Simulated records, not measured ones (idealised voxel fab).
process module | voxel transistor to metal
cross-section cut | 295 nm wide | cells 5 nm
A cross-section is a grid of square cells, given in bands from the top down. A band is one or more rows of cells.
Each band's line starts with the height of the band's top and of its bottom, in nm. Then come its materials from left to right, each with its width in nm. One material with "throughout" fills the band from edge to edge. "air" is empty space.
Height 0 is the level under which the wafer as received is all one material. The lowest band goes on downwards, as in "0 down".
A width such as "30 to 40" changes by the same amount from each row of cells to the next, from the band's top row to its bottom row.
"no change" after a step means that no cell of the cross-section changed.
closed voids: empty space of 8 cells or more with no open way to the top, each as width x height at its distance from the left edge, in nm
after a step's settings: what the simulator itself notes on the step
overlay nm, on a step with a mask: how far to the right of its planned place the mask lay; to the left if negative
plan
1 op RECEIVE | material Si
2 op OXIDIZE | depth nm 5
3 op CONFORMAL_DEP | material SiN | thk nm 10
4 op MASKED_ETCH | tone cover | mask id ACTIVE | width nm 105 | pitch nm 125 | etch materials SiN | depth nm 10 | overlay nm 0
5 op MASKED_ETCH | tone cover | mask id ACTIVE | width nm 105 | pitch nm 125 | etch materials SiO2 | depth nm 5 | overlay nm 0
6 op MASKED_ETCH | tone cover | mask id ACTIVE | width nm 105 | pitch nm 125 | etch materials Si | depth nm 35 | overlay nm 0
7 op OXIDIZE | depth nm 5
8 op FILL_DEP | material SiO2 | thk nm 10
9 op CMP | height nm 10
10 op SELECTIVE_ETCH | etch materials SiO2 | depth nm 5
11 op STRIP | etch materials SiN
12 op SELECTIVE_ETCH | etch materials SiO2 | depth nm 5
13 op OXIDIZE | depth nm 5
14 op DIRECTIONAL_DEP | material polySi | thk nm 25
15 op DIRECTIONAL_DEP | material SiCN | thk nm 10
16 op DIRECTIONAL_DEP | material aC | thk nm 10
17 op PATTERN | tone cover | mask id GATE | material resist | width nm 35 | pitch nm 125 | thk nm 25 | overlay nm 0
18 op DIRECTIONAL_ETCH | etch materials aC | depth nm 10
19 op STRIP | etch materials resist
20 op DIRECTIONAL_ETCH | etch materials SiCN | depth nm 20
21 op DIRECTIONAL_ETCH | etch materials polySi | depth nm 35
22 op STRIP | etch materials aC
23 op CONFORMAL_DEP | material SiN | thk nm 10
24 op DIRECTIONAL_ETCH | etch materials SiN | depth nm 10
25 op DIRECTIONAL_ETCH | etch materials SiO2 | depth nm 5
26 op DIRECTIONAL_ETCH | etch materials Si | depth nm 10
27 op EPI | material nSi | thk nm 15
28 op FILL_DEP | material SiO2 | thk nm 5
29 op CMP | height nm 20
30 op STRIP | etch materials polySi
31 op SELECTIVE_ETCH | etch materials SiO2 | depth nm 5
32 op CONFORMAL_DEP | material HfO2 | thk nm 5
33 op CONFORMAL_DEP | material TiN | thk nm 5
34 op FILL_DEP | material W | thk nm 5
35 op CMP | height nm 15
36 op DIRECTIONAL_DEP | material SiO2 | thk nm 10
37 op DIRECTIONAL_DEP | material aC | thk nm 15
38 op PATTERN | tone open | mask id CONTACT | material resist | width nm 15 | thk nm 35 | overlay nm 0
39 op DIRECTIONAL_ETCH | etch materials aC | depth nm 15
40 op STRIP | etch materials resist
41 op DIRECTIONAL_ETCH | etch materials SiO2 | depth nm 30
42 op STRIP | etch materials aC
43 op CONFORMAL_DEP | material TiN | thk nm 5
44 op FILL_DEP | material W | thk nm 10
45 op CMP | height nm 25
46 op DIRECTIONAL_DEP | material TiN | thk nm 5
47 op DIRECTIONAL_DEP | material W | thk nm 20
48 op DIRECTIONAL_DEP | material aC | thk nm 10
49 op PATTERN | tone cover | mask id METAL_1 | material resist | width nm 15 | thk nm 25 | overlay nm 0
50 op DIRECTIONAL_ETCH | etch materials aC | depth nm 10
51 op STRIP | etch materials resist
52 op DIRECTIONAL_ETCH | etch materials W | depth nm 20
53 op DIRECTIONAL_ETCH | etch materials TiN | depth nm 5
54 op STRIP | etch materials aC
55 op FILL_DEP | material SiO2 | thk nm 5
56 op CMP | height nm 50
57 op CONFORMAL_DEP | material SiCN | thk nm 5
58 op DIRECTIONAL_DEP | material SiO2 | thk nm 30
59 op DIRECTIONAL_DEP | material aC | thk nm 10
60 op PATTERN | tone open | mask id METAL_2 | material resist | width nm 15 | pitch nm 125 | thk nm 30 | overlay nm 0
61 op DIRECTIONAL_ETCH | etch materials aC | depth nm 10
62 op STRIP | etch materials resist
63 op DIRECTIONAL_ETCH | etch materials SiO2 | depth nm 20
64 op STRIP | etch materials aC
65 op DIRECTIONAL_DEP | material aC | thk nm 15
66 op PATTERN | tone open | mask id METAL_2_HOLES | material resist | width nm 15 | pitch nm 125 | thk nm 30 | overlay nm 0
67 op DIRECTIONAL_ETCH | etch materials aC | depth nm 15
68 op STRIP | etch materials resist
69 op DIRECTIONAL_ETCH | etch materials SiO2 | depth nm 10
70 op DIRECTIONAL_ETCH | etch materials SiCN | depth nm 5
71 op STRIP | etch materials aC
72 op CONFORMAL_DEP | material TiN | thk nm 5
73 op FILL_DEP | material Ru | thk nm 10
74 op CMP | height nm 85
75 op CONFORMAL_DEP | material SiN | thk nm 5
first wafer, as planned
as received, after step 1
  0 down: Si throughout
  closed voids: none
after step 2
  0 to -5: SiO2 throughout
  below -5: unchanged
after step 3
  10 to 0: SiN throughout
  below 0: unchanged
after step 4
  10 to 0: air 30 | SiN 105 | air 20 | SiN 105 | air 35
  below 0: unchanged
after step 5
  10 to 0: air 30 | SiN 105 | air 20 | SiN 105 | air 35
  0 to -5: air 30 | SiO2 105 | air 20 | SiO2 105 | air 35
  below -5: unchanged
after step 6
  10 to 0: air 30 | SiN 105 | air 20 | SiN 105 | air 35
  0 to -5: air 30 | SiO2 105 | air 20 | SiO2 105 | air 35
  -5 to -40: air 30 | Si 105 | air 20 | Si 105 | air 35
  below -40: unchanged
after step 7
  10 to 0: air 30 | SiN 105 | air 20 | SiN 105 | air 35
  0 to -5: air 30 | SiO2 105 | air 20 | SiO2 105 | air 35
  -5 to -40: air 30 | SiO2 5 | Si 95 | SiO2 5 | air 20 | SiO2 5 | Si 95 | SiO2 5 | air 35
  -40 to -45: SiO2 35 | Si 95 | SiO2 30 | Si 95 | SiO2 40
  below -45: unchanged
after step 8
  20 to 10: SiO2 throughout
  10 to 0: SiO2 30 | SiN 105 | SiO2 20 | SiN 105 | SiO2 35
  0 to -5: SiO2 throughout
  -5 to -45: SiO2 35 | Si 95 | SiO2 30 | Si 95 | SiO2 40
  below -45: unchanged
after step 9
  10 to 0: SiO2 30 | SiN 105 | SiO2 20 | SiN 105 | SiO2 35
  below 0: unchanged
after step 10
  10 to 5: air 30 | SiN 105 | air 20 | SiN 105 | air 35
  below 5: unchanged
after step 11
  5 to 0: SiO2 30 | air 105 | SiO2 20 | air 105 | SiO2 35
  below 0: unchanged
after step 12
  0 to -5: SiO2 25 | air 115 | SiO2 10 | air 115 | SiO2 30
  below -5: unchanged
after step 13
  0 to -5: SiO2 25 | air 115 | SiO2 10 | air 115 | SiO2 30
  -5 to -10: SiO2 throughout
  below -10: unchanged
after step 14
  25 to 20: polySi 25 | air 115 | polySi 10 | air 115 | polySi 30
  20 to 0: polySi throughout
  0 to -5: SiO2 25 | polySi 115 | SiO2 10 | polySi 115 | SiO2 30
  below -5: unchanged
after step 15
  35 to 30: SiCN 25 | air 115 | SiCN 10 | air 115 | SiCN 30
  30 to 25: SiCN throughout
  25 to 20: polySi 25 | SiCN 115 | polySi 10 | SiCN 115 | polySi 30
  below 20: unchanged
after step 16
  45 to 40: aC 25 | air 115 | aC 10 | air 115 | aC 30
  40 to 35: aC throughout
  35 to 30: SiCN 25 | aC 115 | SiCN 10 | aC 115 | SiCN 30
  below 30: unchanged
after step 17
  70 to 45: air 65 | resist 35 | air 90 | resist 35 | air 70
  45 to 40: aC 25 | air 40 | resist 35 | air 40 | aC 10 | air 40 | resist 35 | air 40 | aC 30
  below 40: unchanged
after step 18
  60 to 40: air 65 | resist 35 | air 90 | resist 35 | air 70
  40 to 35: air 65 | aC 35 | air 90 | aC 35 | air 70
  35 to 30: SiCN 25 | air 40 | aC 35 | air 40 | SiCN 10 | air 40 | aC 35 | air 40 | SiCN 30
  below 30: unchanged
after step 19
  40 to 35: air 65 | aC 35 | air 90 | aC 35 | air 70
  below 35: unchanged
after step 20
  40 to 30: air 65 | aC 35 | air 90 | aC 35 | air 70
  30 to 25: air 65 | SiCN 35 | air 90 | SiCN 35 | air 70
  25 to 20: polySi 25 | air 40 | SiCN 35 | air 40 | polySi 10 | air 40 | SiCN 35 | air 40 | polySi 30
  below 20: unchanged
after step 21
  40 to 30: air 65 | aC 35 | air 90 | aC 35 | air 70
  30 to 20: air 65 | SiCN 35 | air 90 | SiCN 35 | air 70
  20 to 0: air 65 | polySi 35 | air 90 | polySi 35 | air 70
  0 to -5: SiO2 25 | air 40 | polySi 35 | air 40 | SiO2 10 | air 40 | polySi 35 | air 40 | SiO2 30
  below -5: unchanged
after step 22
  30 to 20: air 65 | SiCN 35 | air 90 | SiCN 35 | air 70
  below 20: unchanged
after step 23
  40 to 30: air 55 | SiN 55 | air 70 | SiN 55 | air 60
  30 to 20: air 55 | SiN 10 | SiCN 35 | SiN 10 | air 70 | SiN 10 | SiCN 35 | SiN 10 | air 60
  20 to 10: air 55 | SiN 10 | polySi 35 | SiN 10 | air 70 | SiN 10 | polySi 35 | SiN 10 | air 60
  10 to 5: SiN 35 | air 20 | SiN 10 | polySi 35 | SiN 10 | air 20 | SiN 30 | air 20 | SiN 10 | polySi 35 | SiN 10 | air 20 | SiN 40
  5 to 0: SiN 65 | polySi 35 | SiN 90 | polySi 35 | SiN 70
  0 to -5: SiO2 25 | SiN 40 | polySi 35 | SiN 40 | SiO2 10 | SiN 40 | polySi 35 | SiN 40 | SiO2 30
  below -5: unchanged
after step 24
  30 to 20: air 55 | SiN 10 | SiCN 35 | SiN 10 | air 70 | SiN 10 | SiCN 35 | SiN 10 | air 60
  20 to 0: air 55 | SiN 10 | polySi 35 | SiN 10 | air 70 | SiN 10 | polySi 35 | SiN 10 | air 60
  0 to -5: SiO2 25 | SiN 10 | air 20 | SiN 10 | polySi 35 | SiN 10 | air 20 | SiN 10 | SiO2 10 | SiN 10 | air 20 | SiN 10 | polySi 35 | SiN 10 | air 20 | SiN 10 | SiO2 30
  below -5: unchanged
after step 25
  30 to 20: air 55 | SiN 10 | SiCN 35 | SiN 10 | air 70 | SiN 10 | SiCN 35 | SiN 10 | air 60
  20 to 0: air 55 | SiN 10 | polySi 35 | SiN 10 | air 70 | SiN 10 | polySi 35 | SiN 10 | air 60
  0 to -5: air 25 | SiN 10 | air 20 | SiN 10 | polySi 35 | SiN 10 | air 20 | SiN 10 | air 10 | SiN 10 | air 20 | SiN 10 | polySi 35 | SiN 10 | air 20 | SiN 10 | air 30
  -5 to -10: SiO2 35 | air 20 | SiO2 55 | air 20 | SiO2 30 | air 20 | SiO2 55 | air 20 | SiO2 40
  below -10: unchanged
after step 26
  30 to 20: air 55 | SiN 10 | SiCN 35 | SiN 10 | air 70 | SiN 10 | SiCN 35 | SiN 10 | air 60
  20 to 0: air 55 | SiN 10 | polySi 35 | SiN 10 | air 70 | SiN 10 | polySi 35 | SiN 10 | air 60
  0 to -5: air 25 | SiN 10 | air 20 | SiN 10 | polySi 35 | SiN 10 | air 20 | SiN 10 | air 10 | SiN 10 | air 20 | SiN 10 | polySi 35 | SiN 10 | air 20 | SiN 10 | air 30
  -5 to -10: SiO2 35 | air 20 | SiO2 55 | air 20 | SiO2 30 | air 20 | SiO2 55 | air 20 | SiO2 40
  -10 to -20: SiO2 35 | air 20 | Si 55 | air 20 | SiO2 30 | air 20 | Si 55 | air 20 | SiO2 40
  below -20: unchanged
after step 27
  30 to 20: air 55 | SiN 10 | SiCN 35 | SiN 10 | air 70 | SiN 10 | SiCN 35 | SiN 10 | air 60
  20 to 5: air 55 | SiN 10 | polySi 35 | SiN 10 | air 70 | SiN 10 | polySi 35 | SiN 10 | air 60
  5 to 0: air 40 | nSi 15 | SiN 10 | polySi 35 | SiN 10 | nSi 15 | air 40 | nSi 15 | SiN 10 | polySi 35 | SiN 10 | nSi 15 | air 45
  0 to -5: air 25 | SiN 10 | air 5 | nSi 15 | SiN 10 | polySi 35 | SiN 10 | nSi 15 | air 5 | SiN 10 | air 10 | SiN 10 | air 5 | nSi 15 | SiN 10 | polySi 35 | SiN 10 | nSi 15 | air 5 | SiN 10 | air 30
  -5 to -10: SiO2 35 | nSi 20 | SiO2 55 | nSi 20 | SiO2 30 | nSi 20 | SiO2 55 | nSi 20 | SiO2 40
  -10 to -20: SiO2 35 | nSi 20 | Si 55 | nSi 20 | SiO2 30 | nSi 20 | Si 55 | nSi 20 | SiO2 40
  below -20: unchanged
after step 28
  35 to 30: SiO2 throughout
  30 to 20: SiO2 55 | SiN 10 | SiCN 35 | SiN 10 | SiO2 70 | SiN 10 | SiCN 35 | SiN 10 | SiO2 60
  20 to 5: SiO2 55 | SiN 10 | polySi 35 | SiN 10 | SiO2 70 | SiN 10 | polySi 35 | SiN 10 | SiO2 60
  5 to 0: SiO2 40 | nSi 15 | SiN 10 | polySi 35 | SiN 10 | nSi 15 | SiO2 40 | nSi 15 | SiN 10 | polySi 35 | SiN 10 | nSi 15 | SiO2 45
  0 to -5: SiO2 25 | SiN 10 | SiO2 5 | nSi 15 | SiN 10 | polySi 35 | SiN 10 | nSi 15 | SiO2 5 | SiN 10 | SiO2 10 | SiN 10 | SiO2 5 | nSi 15 | SiN 10 | polySi 35 | SiN 10 | nSi 15 | SiO2 5 | SiN 10 | SiO2 30
  below -5: unchanged
after step 29
  20 to 5: SiO2 55 | SiN 10 | polySi 35 | SiN 10 | SiO2 70 | SiN 10 | polySi 35 | SiN 10 | SiO2 60
  below 5: unchanged
after step 30
  20 to 5: SiO2 55 | SiN 10 | air 35 | SiN 10 | SiO2 70 | SiN 10 | air 35 | SiN 10 | SiO2 60
  5 to 0: SiO2 40 | nSi 15 | SiN 10 | air 35 | SiN 10 | nSi 15 | SiO2 40 | nSi 15 | SiN 10 | air 35 | SiN 10 | nSi 15 | SiO2 45
  0 to -5: SiO2 25 | SiN 10 | SiO2 5 | nSi 15 | SiN 10 | air 35 | SiN 10 | nSi 15 | SiO2 5 | SiN 10 | SiO2 10 | SiN 10 | SiO2 5 | nSi 15 | SiN 10 | air 35 | SiN 10 | nSi 15 | SiO2 5 | SiN 10 | SiO2 30
  below -5: unchanged
after step 31
  20 to 15: air 55 | SiN 10 | air 35 | SiN 10 | air 70 | SiN 10 | air 35 | SiN 10 | air 60
  15 to 5: SiO2 55 | SiN 10 | air 35 | SiN 10 | SiO2 70 | SiN 10 | air 35 | SiN 10 | SiO2 60
  5 to 0: SiO2 40 | nSi 15 | SiN 10 | air 35 | SiN 10 | nSi 15 | SiO2 40 | nSi 15 | SiN 10 | air 35 | SiN 10 | nSi 15 | SiO2 45
  0 to -5: SiO2 25 | SiN 10 | SiO2 5 | nSi 15 | SiN 10 | air 35 | SiN 10 | nSi 15 | SiO2 5 | SiN 10 | SiO2 10 | SiN 10 | SiO2 5 | nSi 15 | SiN 10 | air 35 | SiN 10 | nSi 15 | SiO2 5 | SiN 10 | SiO2 30
  -5 to -10: SiO2 35 | nSi 20 | SiO2 5 | air 45 | SiO2 5 | nSi 20 | SiO2 30 | nSi 20 | SiO2 5 | air 45 | SiO2 5 | nSi 20 | SiO2 40
  below -10: unchanged
after step 32
  25 to 20: air 50 | HfO2 20 | air 25 | HfO2 20 | air 60 | HfO2 20 | air 25 | HfO2 20 | air 55
  20 to 15: HfO2 55 | SiN 10 | HfO2 5 | air 25 | HfO2 5 | SiN 10 | HfO2 70 | SiN 10 | HfO2 5 | air 25 | HfO2 5 | SiN 10 | HfO2 60
  15 to 5: SiO2 55 | SiN 10 | HfO2 5 | air 25 | HfO2 5 | SiN 10 | SiO2 70 | SiN 10 | HfO2 5 | air 25 | HfO2 5 | SiN 10 | SiO2 60
  5 to 0: SiO2 40 | nSi 15 | SiN 10 | HfO2 5 | air 25 | HfO2 5 | SiN 10 | nSi 15 | SiO2 40 | nSi 15 | SiN 10 | HfO2 5 | air 25 | HfO2 5 | SiN 10 | nSi 15 | SiO2 45
  0 to -5: SiO2 25 | SiN 10 | SiO2 5 | nSi 15 | SiN 10 | HfO2 5 | air 25 | HfO2 5 | SiN 10 | nSi 15 | SiO2 5 | SiN 10 | SiO2 10 | SiN 10 | SiO2 5 | nSi 15 | SiN 10 | HfO2 5 | air 25 | HfO2 5 | SiN 10 | nSi 15 | SiO2 5 | SiN 10 | SiO2 30
  -5 to -10: SiO2 35 | nSi 20 | SiO2 5 | HfO2 45 | SiO2 5 | nSi 20 | SiO2 30 | nSi 20 | SiO2 5 | HfO2 45 | SiO2 5 | nSi 20 | SiO2 40
  below -10: unchanged
after step 33
  30 to 25: air 45 | TiN 30 | air 15 | TiN 30 | air 50 | TiN 30 | air 15 | TiN 30 | air 50
  25 to 20: TiN 50 | HfO2 20 | TiN 5 | air 15 | TiN 5 | HfO2 20 | TiN 60 | HfO2 20 | TiN 5 | air 15 | TiN 5 | HfO2 20 | TiN 55
  20 to 15: HfO2 55 | SiN 10 | HfO2 5 | TiN 5 | air 15 | TiN 5 | HfO2 5 | SiN 10 | HfO2 70 | SiN 10 | HfO2 5 | TiN 5 | air 15 | TiN 5 | HfO2 5 | SiN 10 | HfO2 60
  15 to 5: SiO2 55 | SiN 10 | HfO2 5 | TiN 5 | air 15 | TiN 5 | HfO2 5 | SiN 10 | SiO2 70 | SiN 10 | HfO2 5 | TiN 5 | air 15 | TiN 5 | HfO2 5 | SiN 10 | SiO2 60
  5 to 0: SiO2 40 | nSi 15 | SiN 10 | HfO2 5 | TiN 5 | air 15 | TiN 5 | HfO2 5 | SiN 10 | nSi 15 | SiO2 40 | nSi 15 | SiN 10 | HfO2 5 | TiN 5 | air 15 | TiN 5 | HfO2 5 | SiN 10 | nSi 15 | SiO2 45
  0 to -5: SiO2 25 | SiN 10 | SiO2 5 | nSi 15 | SiN 10 | HfO2 5 | TiN 25 | HfO2 5 | SiN 10 | nSi 15 | SiO2 5 | SiN 10 | SiO2 10 | SiN 10 | SiO2 5 | nSi 15 | SiN 10 | HfO2 5 | TiN 25 | HfO2 5 | SiN 10 | nSi 15 | SiO2 5 | SiN 10 | SiO2 30
  below -5: unchanged
after step 34
  35 to 30: W throughout
  30 to 25: W 45 | TiN 30 | W 15 | TiN 30 | W 50 | TiN 30 | W 15 | TiN 30 | W 50
  25 to 20: TiN 50 | HfO2 20 | TiN 5 | W 15 | TiN 5 | HfO2 20 | TiN 60 | HfO2 20 | TiN 5 | W 15 | TiN 5 | HfO2 20 | TiN 55
  20 to 15: HfO2 55 | SiN 10 | HfO2 5 | TiN 5 | W 15 | TiN 5 | HfO2 5 | SiN 10 | HfO2 70 | SiN 10 | HfO2 5 | TiN 5 | W 15 | TiN 5 | HfO2 5 | SiN 10 | HfO2 60
  15 to 5: SiO2 55 | SiN 10 | HfO2 5 | TiN 5 | W 15 | TiN 5 | HfO2 5 | SiN 10 | SiO2 70 | SiN 10 | HfO2 5 | TiN 5 | W 15 | TiN 5 | HfO2 5 | SiN 10 | SiO2 60
  5 to 0: SiO2 40 | nSi 15 | SiN 10 | HfO2 5 | TiN 5 | W 15 | TiN 5 | HfO2 5 | SiN 10 | nSi 15 | SiO2 40 | nSi 15 | SiN 10 | HfO2 5 | TiN 5 | W 15 | TiN 5 | HfO2 5 | SiN 10 | nSi 15 | SiO2 45
  below 0: unchanged
after step 35
  15 to 5: SiO2 55 | SiN 10 | HfO2 5 | TiN 5 | W 15 | TiN 5 | HfO2 5 | SiN 10 | SiO2 70 | SiN 10 | HfO2 5 | TiN 5 | W 15 | TiN 5 | HfO2 5 | SiN 10 | SiO2 60
  below 5: unchanged
after step 36
  25 to 15: SiO2 throughout
  below 15: unchanged
after step 37
  40 to 25: aC throughout
  below 25: unchanged
after step 38
  75 to 40: resist 35 | air 15 | resist 65 | air 15 | resist 30 | air 15 | resist 65 | air 15 | resist 40
  below 40: unchanged
after step 39
  60 to 40: resist 35 | air 15 | resist 65 | air 15 | resist 30 | air 15 | resist 65 | air 15 | resist 40
  40 to 25: aC 35 | air 15 | aC 65 | air 15 | aC 30 | air 15 | aC 65 | air 15 | aC 40
  below 25: unchanged
after step 40
  40 to 25: aC 35 | air 15 | aC 65 | air 15 | aC 30 | air 15 | aC 65 | air 15 | aC 40
  below 25: unchanged
after step 41
  40 to 25: aC 35 | air 15 | aC 65 | air 15 | aC 30 | air 15 | aC 65 | air 15 | aC 40
  25 to 15: SiO2 35 | air 15 | SiO2 65 | air 15 | SiO2 30 | air 15 | SiO2 65 | air 15 | SiO2 40
  15 to 5: SiO2 35 | air 15 | SiO2 5 | SiN 10 | HfO2 5 | TiN 5 | W 15 | TiN 5 | HfO2 5 | SiN 10 | SiO2 5 | air 15 | SiO2 30 | air 15 | SiO2 5 | SiN 10 | HfO2 5 | TiN 5 | W 15 | TiN 5 | HfO2 5 | SiN 10 | SiO2 5 | air 15 | SiO2 40
  5 to 0: SiO2 35 | air 5 | nSi 15 | SiN 10 | HfO2 5 | TiN 5 | W 15 | TiN 5 | HfO2 5 | SiN 10 | nSi 15 | air 5 | SiO2 30 | air 5 | nSi 15 | SiN 10 | HfO2 5 | TiN 5 | W 15 | TiN 5 | HfO2 5 | SiN 10 | nSi 15 | air 5 | SiO2 40
  0 to -5: SiO2 25 | SiN 10 | air 5 | nSi 15 | SiN 10 | HfO2 5 | TiN 25 | HfO2 5 | SiN 10 | nSi 15 | air 5 | SiN 10 | SiO2 10 | SiN 10 | air 5 | nSi 15 | SiN 10 | HfO2 5 | TiN 25 | HfO2 5 | SiN 10 | nSi 15 | air 5 | SiN 10 | SiO2 30
  below -5: unchanged
after step 42
  25 to 15: SiO2 35 | air 15 | SiO2 65 | air 15 | SiO2 30 | air 15 | SiO2 65 | air 15 | SiO2 40
  below 15: unchanged
after step 43
  30 to 25: TiN 40 | air 5 | TiN 75 | air 5 | TiN 40 | air 5 | TiN 75 | air 5 | TiN 45
  25 to 15: SiO2 35 | TiN 5 | air 5 | TiN 5 | SiO2 65 | TiN 5 | air 5 | TiN 5 | SiO2 30 | TiN 5 | air 5 | TiN 5 | SiO2 65 | TiN 5 | air 5 | TiN 5 | SiO2 40
  15 to 10: SiO2 35 | TiN 5 | air 5 | TiN 5 | SiO2 5 | SiN 10 | HfO2 5 | TiN 5 | W 15 | TiN 5 | HfO2 5 | SiN 10 | SiO2 5 | TiN 5 | air 5 | TiN 5 | SiO2 30 | TiN 5 | air 5 | TiN 5 | SiO2 5 | SiN 10 | HfO2 5 | TiN 5 | W 15 | TiN 5 | HfO2 5 | SiN 10 | SiO2 5 | TiN 5 | air 5 | TiN 5 | SiO2 40
  10 to 5: SiO2 35 | TiN 15 | SiO2 5 | SiN 10 | HfO2 5 | TiN 5 | W 15 | TiN 5 | HfO2 5 | SiN 10 | SiO2 5 | TiN 15 | SiO2 30 | TiN 15 | SiO2 5 | SiN 10 | HfO2 5 | TiN 5 | W 15 | TiN 5 | HfO2 5 | SiN 10 | SiO2 5 | TiN 15 | SiO2 40
  5 to 0: SiO2 35 | TiN 5 | nSi 15 | SiN 10 | HfO2 5 | TiN 5 | W 15 | TiN 5 | HfO2 5 | SiN 10 | nSi 15 | TiN 5 | SiO2 30 | TiN 5 | nSi 15 | SiN 10 | HfO2 5 | TiN 5 | W 15 | TiN 5 | HfO2 5 | SiN 10 | nSi 15 | TiN 5 | SiO2 40
  0 to -5: SiO2 25 | SiN 10 | TiN 5 | nSi 15 | SiN 10 | HfO2 5 | TiN 25 | HfO2 5 | SiN 10 | nSi 15 | TiN 5 | SiN 10 | SiO2 10 | SiN 10 | TiN 5 | nSi 15 | SiN 10 | HfO2 5 | TiN 25 | HfO2 5 | SiN 10 | nSi 15 | TiN 5 | SiN 10 | SiO2 30
  below -5: unchanged
after step 44
  40 to 30: W throughout
  30 to 25: TiN 40 | W 5 | TiN 75 | W 5 | TiN 40 | W 5 | TiN 75 | W 5 | TiN 45
  25 to 15: SiO2 35 | TiN 5 | W 5 | TiN 5 | SiO2 65 | TiN 5 | W 5 | TiN 5 | SiO2 30 | TiN 5 | W 5 | TiN 5 | SiO2 65 | TiN 5 | W 5 | TiN 5 | SiO2 40
  15 to 10: SiO2 35 | TiN 5 | W 5 | TiN 5 | SiO2 5 | SiN 10 | HfO2 5 | TiN 5 | W 15 | TiN 5 | HfO2 5 | SiN 10 | SiO2 5 | TiN 5 | W 5 | TiN 5 | SiO2 30 | TiN 5 | W 5 | TiN 5 | SiO2 5 | SiN 10 | HfO2 5 | TiN 5 | W 15 | TiN 5 | HfO2 5 | SiN 10 | SiO2 5 | TiN 5 | W 5 | TiN 5 | SiO2 40
  below 10: unchanged
after step 45
  25 to 15: SiO2 35 | TiN 5 | W 5 | TiN 5 | SiO2 65 | TiN 5 | W 5 | TiN 5 | SiO2 30 | TiN 5 | W 5 | TiN 5 | SiO2 65 | TiN 5 | W 5 | TiN 5 | SiO2 40
  below 15: unchanged
after step 46
  30 to 25: TiN throughout
  below 25: unchanged
after step 47
  50 to 30: W throughout
  below 30: unchanged
after step 48
  60 to 50: aC throughout
  below 50: unchanged
after step 49
  85 to 60: air 35 | resist 15 | air 65 | resist 15 | air 30 | resist 15 | air 65 | resist 15 | air 40
  below 60: unchanged
after step 50
  75 to 60: air 35 | resist 15 | air 65 | resist 15 | air 30 | resist 15 | air 65 | resist 15 | air 40
  60 to 50: air 35 | aC 15 | air 65 | aC 15 | air 30 | aC 15 | air 65 | aC 15 | air 40
  below 50: unchanged
after step 51
  60 to 50: air 35 | aC 15 | air 65 | aC 15 | air 30 | aC 15 | air 65 | aC 15 | air 40
  below 50: unchanged
after step 52
  60 to 50: air 35 | aC 15 | air 65 | aC 15 | air 30 | aC 15 | air 65 | aC 15 | air 40
  50 to 30: air 35 | W 15 | air 65 | W 15 | air 30 | W 15 | air 65 | W 15 | air 40
  below 30: unchanged
after step 53
  60 to 50: air 35 | aC 15 | air 65 | aC 15 | air 30 | aC 15 | air 65 | aC 15 | air 40
  50 to 30: air 35 | W 15 | air 65 | W 15 | air 30 | W 15 | air 65 | W 15 | air 40
  30 to 25: air 35 | TiN 15 | air 65 | TiN 15 | air 30 | TiN 15 | air 65 | TiN 15 | air 40
  below 25: unchanged
after step 54
  50 to 30: air 35 | W 15 | air 65 | W 15 | air 30 | W 15 | air 65 | W 15 | air 40
  below 30: unchanged
after step 55
  55 to 50: SiO2 throughout
  50 to 30: SiO2 35 | W 15 | SiO2 65 | W 15 | SiO2 30 | W 15 | SiO2 65 | W 15 | SiO2 40
  30 to 25: SiO2 35 | TiN 15 | SiO2 65 | TiN 15 | SiO2 30 | TiN 15 | SiO2 65 | TiN 15 | SiO2 40
  below 25: unchanged
after step 56
  50 to 30: SiO2 35 | W 15 | SiO2 65 | W 15 | SiO2 30 | W 15 | SiO2 65 | W 15 | SiO2 40
  below 30: unchanged
after step 57
  55 to 50: SiCN throughout
  below 50: unchanged
after step 58
  85 to 55: SiO2 throughout
  below 55: unchanged
after step 59
  95 to 85: aC throughout
  below 85: unchanged
after step 60
  125 to 95: resist 35 | air 15 | resist 110 | air 15 | resist 120
  below 95: unchanged
after step 61
  115 to 95: resist 35 | air 15 | resist 110 | air 15 | resist 120
  95 to 85: aC 35 | air 15 | aC 110 | air 15 | aC 120
  below 85: unchanged
after step 62
  95 to 85: aC 35 | air 15 | aC 110 | air 15 | aC 120
  below 85: unchanged
after step 63
  95 to 85: aC 35 | air 15 | aC 110 | air 15 | aC 120
  85 to 65: SiO2 35 | air 15 | SiO2 110 | air 15 | SiO2 120
  below 65: unchanged
after step 64
  85 to 65: SiO2 35 | air 15 | SiO2 110 | air 15 | SiO2 120
  below 65: unchanged
after step 65
  100 to 85: aC 35 | air 15 | aC 110 | air 15 | aC 120
  85 to 80: SiO2 35 | air 15 | SiO2 110 | air 15 | SiO2 120
  80 to 65: SiO2 35 | aC 15 | SiO2 110 | aC 15 | SiO2 120
  below 65: unchanged
after step 66
  130 to 100: resist 35 | air 15 | resist 110 | air 15 | resist 120
  below 100: unchanged
after step 67
  115 to 100: resist 35 | air 15 | resist 110 | air 15 | resist 120
  100 to 85: aC 35 | air 15 | aC 110 | air 15 | aC 120
  85 to 65: SiO2 35 | air 15 | SiO2 110 | air 15 | SiO2 120
  below 65: unchanged
after step 68
  100 to 85: aC 35 | air 15 | aC 110 | air 15 | aC 120
  below 85: unchanged
after step 69
  100 to 85: aC 35 | air 15 | aC 110 | air 15 | aC 120
  85 to 55: SiO2 35 | air 15 | SiO2 110 | air 15 | SiO2 120
  below 55: unchanged
after step 70
  100 to 85: aC 35 | air 15 | aC 110 | air 15 | aC 120
  85 to 55: SiO2 35 | air 15 | SiO2 110 | air 15 | SiO2 120
  55 to 50: SiCN 35 | air 15 | SiCN 110 | air 15 | SiCN 120
  below 50: unchanged
after step 71
  85 to 55: SiO2 35 | air 15 | SiO2 110 | air 15 | SiO2 120
  below 55: unchanged
after step 72
  90 to 85: TiN 40 | air 5 | TiN 120 | air 5 | TiN 125
  85 to 55: SiO2 35 | TiN 5 | air 5 | TiN 5 | SiO2 110 | TiN 5 | air 5 | TiN 5 | SiO2 120
  55 to 50: SiCN 35 | TiN 15 | SiCN 110 | TiN 15 | SiCN 120
  below 50: unchanged
after step 73
  100 to 90: Ru throughout
  90 to 85: TiN 40 | Ru 5 | TiN 120 | Ru 5 | TiN 125
  85 to 55: SiO2 35 | TiN 5 | Ru 5 | TiN 5 | SiO2 110 | TiN 5 | Ru 5 | TiN 5 | SiO2 120
  below 55: unchanged
after step 74
  85 to 55: SiO2 35 | TiN 5 | Ru 5 | TiN 5 | SiO2 110 | TiN 5 | Ru 5 | TiN 5 | SiO2 120
  below 55: unchanged
after step 75
  90 to 85: SiN throughout
  below 85: unchanged
second wafer: like start, like plan, one mistake. Through step 73 it matches the first wafer
when step 74 should have ended: no change
when step 75 should have ended
  105 to 100: SiN throughout
  below 100: unchanged
what went wrong: step 74 was left out
at the end the second wafer has, in cells: 120 more of Ru | 57 more of TiN
